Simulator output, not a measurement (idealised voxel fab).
Process module, titled voxel wiring stack
In the cross-section labelled cut, the width is 275 nm and each square cell is 5 nm.
The cross-sections in this document take the form of a grid made of square cells. They are written out as bands, in order from top to bottom. Each band consists of one or more rows of cells.
Each band's line starts with the height of the band's top and of its bottom, in nm. Then come its materials from left to right, each with its width in nm. One material with "edge to edge" fills the band from edge to edge. "empty" is empty space.
Height reference: 0 = level under which incoming wafer is all one material. Lowest band: no bottom, runs on downward, e.g. "0 nm and below".
You'd read "30..40" like this: the band's top row of cells is as wide as the first number, its bottom row is as wide as the second, and going down, every row changes width by the same amount as the row before did.
Step marked "no alteration"? Then no cell in the cross-section changed in it.
Look at "Closed void roster" for the closed voids: empty spaces with no open path to the top, sized 8 cells or up. Each is width x height at distance, distance from the left edge, all nm.
Note: text after step settings on the step line = simulator remark on that step.
overlay nm: how far to the right of its planned place the mask lay on this masked step (negative: to the left).
The process steps that were planned are listed below:
- 1: RECEIVE,material Si
- 2: CONFORMAL_DEP,material SiO2,thk nm 10
- 3: CONFORMAL_DEP,material SiN,thk nm 5
- 4: DIRECTIONAL_DEP,material SiO2,thk nm 15
- 5: DIRECTIONAL_DEP,material aC,thk nm 10
- 6: PATTERN,tone open,mask id METAL_1,material resist,width nm 20,pitch nm 40,thk nm 25,overlay nm 0
- 7: DIRECTIONAL_ETCH,etch materials aC,depth nm 10
- 8: STRIP,etch materials resist
- 9: DIRECTIONAL_ETCH,etch materials SiO2,depth nm 15
- 10: DIRECTIONAL_ETCH,etch materials SiN,depth nm 5
- 11: STRIP,etch materials aC
- 12: CONFORMAL_DEP,material TiN,thk nm 5
- 13: FILL_DEP,material Cu,thk nm 5
- 14: CMP,height nm 30
- 15: CONFORMAL_DEP,material SiCN,thk nm 5
- 16: DIRECTIONAL_DEP,material SiO2,thk nm 20
- 17: MASKED_ETCH,tone open,mask id PLUG_1,width nm 15,pitch nm 40,etch materials SiO2,depth nm 20,overlay nm 0
- 18: MASKED_ETCH,tone open,mask id PLUG_1,width nm 15,pitch nm 40,etch materials SiCN,depth nm 5,overlay nm 0
- 19: EPI,material Ru,thk nm 10
- 20: EPI,material Ru,thk nm 10
- 21: EPI,material Ru,thk nm 5
- 22: CONFORMAL_DEP,material SiN,thk nm 5
- 23: DIRECTIONAL_DEP,material SiO2,thk nm 20
- 24: DIRECTIONAL_DEP,material aC,thk nm 10
- 25: PATTERN,tone open,mask id METAL_2,material resist,width nm 20,pitch nm 40,thk nm 25,overlay nm 0
- 26: DIRECTIONAL_ETCH,etch materials aC,depth nm 10
- 27: STRIP,etch materials resist
- 28: DIRECTIONAL_ETCH,etch materials SiO2,depth nm 20
- 29: DIRECTIONAL_ETCH,etch materials SiN,depth nm 5
- 30: STRIP,etch materials aC
- 31: CONFORMAL_DEP,material TiN,thk nm 5
- 32: FILL_DEP,material Ru,thk nm 10
- 33: CMP,height nm 80
- 34: CONFORMAL_DEP,material SiCN,thk nm 5
- 35: DIRECTIONAL_DEP,material lowk,thk nm 20
- 36: DIRECTIONAL_DEP,material aC,thk nm 15
- 37: PATTERN,tone open,mask id PLUG_2,material resist,width nm 15,pitch nm 40,thk nm 30,overlay nm 0
- 38: DIRECTIONAL_ETCH,etch materials aC,depth nm 15
- 39: STRIP,etch materials resist
- 40: DIRECTIONAL_ETCH,etch materials lowk,depth nm 20
- 41: DIRECTIONAL_ETCH,etch materials SiCN,depth nm 5
- 42: STRIP,etch materials aC
- 43: CONFORMAL_DEP,material TiN,thk nm 5
- 44: FILL_DEP,material W,thk nm 10
- 45: CMP,height nm 105
- 46: DIRECTIONAL_DEP,material TiN,thk nm 5
- 47: DIRECTIONAL_DEP,material W,thk nm 15
- 48: MASKED_ETCH,tone cover,mask id METAL_3,width nm 20,pitch nm 40,etch materials W,depth nm 15,overlay nm 0
- 49: MASKED_ETCH,tone cover,mask id METAL_3,width nm 20,pitch nm 40,etch materials TiN,depth nm 5,overlay nm 0
- 50: FILL_DEP,material lowk,thk nm 5
- 51: CMP,height nm 125
- 52: CONFORMAL_DEP,material SiCN,thk nm 5
Delivered wafer in cross-section: state after step 1:
> 0 nm and below  Si edge to edge
> Closed void roster: none
End-of-module XS, first of two wafers, run as planned:
> 130 nm to 125 nm  SiCN edge to edge
> 125 nm to 110 nm  65 of lowk, then 20 of W, then 20 of lowk, then 20 of W, then 20 of lowk, then 20 of W, then 20 of lowk, then 20 of W, then 70 of lowk
> 110 nm to 105 nm  65 of lowk, then 20 of TiN, then 20 of lowk, then 20 of TiN, then 20 of lowk, then 20 of TiN, then 20 of lowk, then 20 of TiN, then 70 of lowk
> 105 nm to 85 nm  65 of lowk, then 5 of TiN, then 5 of W, then 5 of TiN, then 25 of lowk, then 5 of TiN, then 5 of W, then 5 of TiN, then 25 of lowk, then 5 of TiN, then 5 of W, then 5 of TiN, then 25 of lowk, then 5 of TiN, then 5 of W, then 5 of TiN, then 75 of lowk
> 85 nm to 80 nm  65 of SiCN, then 15 of TiN, then 25 of SiCN, then 15 of TiN, then 25 of SiCN, then 15 of TiN, then 25 of SiCN, then 15 of TiN, then 75 of SiCN
> 80 nm to 60 nm  65 of SiO2, then 5 of TiN, then 10 of Ru, then 5 of TiN, then 20 of SiO2, then 5 of TiN, then 10 of Ru, then 5 of TiN, then 20 of SiO2, then 5 of TiN, then 10 of Ru, then 5 of TiN, then 20 of SiO2, then 5 of TiN, then 10 of Ru, then 5 of TiN, then 70 of SiO2
> 60 nm to 55 nm  65 of SiN, then 20 of TiN, then 20 of SiN, then 20 of TiN, then 20 of SiN, then 20 of TiN, then 20 of SiN, then 20 of TiN, then 70 of SiN
> 55 nm to 35 nm  65 of SiO2, then 15 of Ru, then 25 of SiO2, then 15 of Ru, then 25 of SiO2, then 15 of Ru, then 25 of SiO2, then 15 of Ru, then 75 of SiO2
> 35 nm to 30 nm  65 of SiCN, then 15 of Ru, then 25 of SiCN, then 15 of Ru, then 25 of SiCN, then 15 of Ru, then 25 of SiCN, then 15 of Ru, then 75 of SiCN
> 30 nm to 15 nm  65 of SiO2, then 5 of TiN, then 10 of Cu, then 5 of TiN, then 20 of SiO2, then 5 of TiN, then 10 of Cu, then 5 of TiN, then 20 of SiO2, then 5 of TiN, then 10 of Cu, then 5 of TiN, then 20 of SiO2, then 5 of TiN, then 10 of Cu, then 5 of TiN, then 70 of SiO2
> 15 nm to 10 nm  65 of SiN, then 20 of TiN, then 20 of SiN, then 20 of TiN, then 20 of SiN, then 20 of TiN, then 20 of SiN, then 20 of TiN, then 70 of SiN
> 10 nm to 0 nm  SiO2 edge to edge
> 0 nm and below  Si edge to edge
> Closed void roster: none
Here's the second of our two wafers sectioned at module end. Same start as the first, same plan, but one mistake got made running it:
> 130 nm to 125 nm  SiCN edge to edge
> 125 nm to 110 nm  65 of lowk, then 20 of W, then 20 of lowk, then 20 of W, then 20 of lowk, then 20 of W, then 20 of lowk, then 20 of W, then 70 of lowk
> 110 nm to 105 nm  65 of lowk, then 20 of TiN, then 20 of lowk, then 20 of TiN, then 20 of lowk, then 20 of TiN, then 20 of lowk, then 20 of TiN, then 70 of lowk
> 105 nm to 85 nm  65 of lowk, then 5 of TiN, then 5 of W, then 5 of TiN, then 25 of lowk, then 5 of TiN, then 5 of W, then 5 of TiN, then 25 of lowk, then 5 of TiN, then 5 of W, then 5 of TiN, then 25 of lowk, then 5 of TiN, then 5 of W, then 5 of TiN, then 75 of lowk
> 85 nm to 80 nm  65 of SiCN, then 15 of TiN, then 25 of SiCN, then 15 of TiN, then 25 of SiCN, then 15 of TiN, then 25 of SiCN, then 15 of TiN, then 75 of SiCN
> 80 nm to 60 nm  65 of SiO2, then 5 of TiN, then 10 of Ru, then 5 of TiN, then 20 of SiO2, then 5 of TiN, then 10 of Ru, then 5 of TiN, then 20 of SiO2, then 5 of TiN, then 10 of Ru, then 5 of TiN, then 20 of SiO2, then 5 of TiN, then 10 of Ru, then 5 of TiN, then 70 of SiO2
> 60 nm to 55 nm  65 of SiN, then 20 of TiN, then 20 of SiN, then 20 of TiN, then 20 of SiN, then 20 of TiN, then 20 of SiN, then 20 of TiN, then 70 of SiN
> 55 nm to 35 nm  65 of SiO2, then 15 of Ru, then 25 of SiO2, then 15 of Ru, then 25 of SiO2, then 15 of Ru, then 25 of SiO2, then 15 of Ru, then 75 of SiO2
> 35 nm to 30 nm  65 of SiCN, then 15 of Ru, then 25 of SiCN, then 15 of Ru, then 25 of SiCN, then 15 of Ru, then 25 of SiCN, then 15 of Ru, then 75 of SiCN
> 30 nm to 15 nm  75 of SiO2, then 5 of TiN, then 10 of Cu, then 5 of TiN, then 20 of SiO2, then 5 of TiN, then 10 of Cu, then 5 of TiN, then 20 of SiO2, then 5 of TiN, then 10 of Cu, then 5 of TiN, then 20 of SiO2, then 5 of TiN, then 10 of Cu, then 5 of TiN, then 60 of SiO2
> 15 nm to 10 nm  75 of SiN, then 20 of TiN, then 20 of SiN, then 20 of TiN, then 20 of SiN, then 20 of TiN, then 20 of SiN, then 20 of TiN, then 60 of SiN
> 10 nm to 0 nm  SiO2 edge to edge
> 0 nm and below  Si edge to edge
> Closed void roster: none
Deviation from plan: rather than as planned, step 6 actually ran as PATTERN,tone open,mask id METAL_1,material resist,width nm 20,pitch nm 40,thk nm 25,overlay nm 10
Matching per-material cell counts, mismatched positions: that is how the second wafer compares with the first at the end.
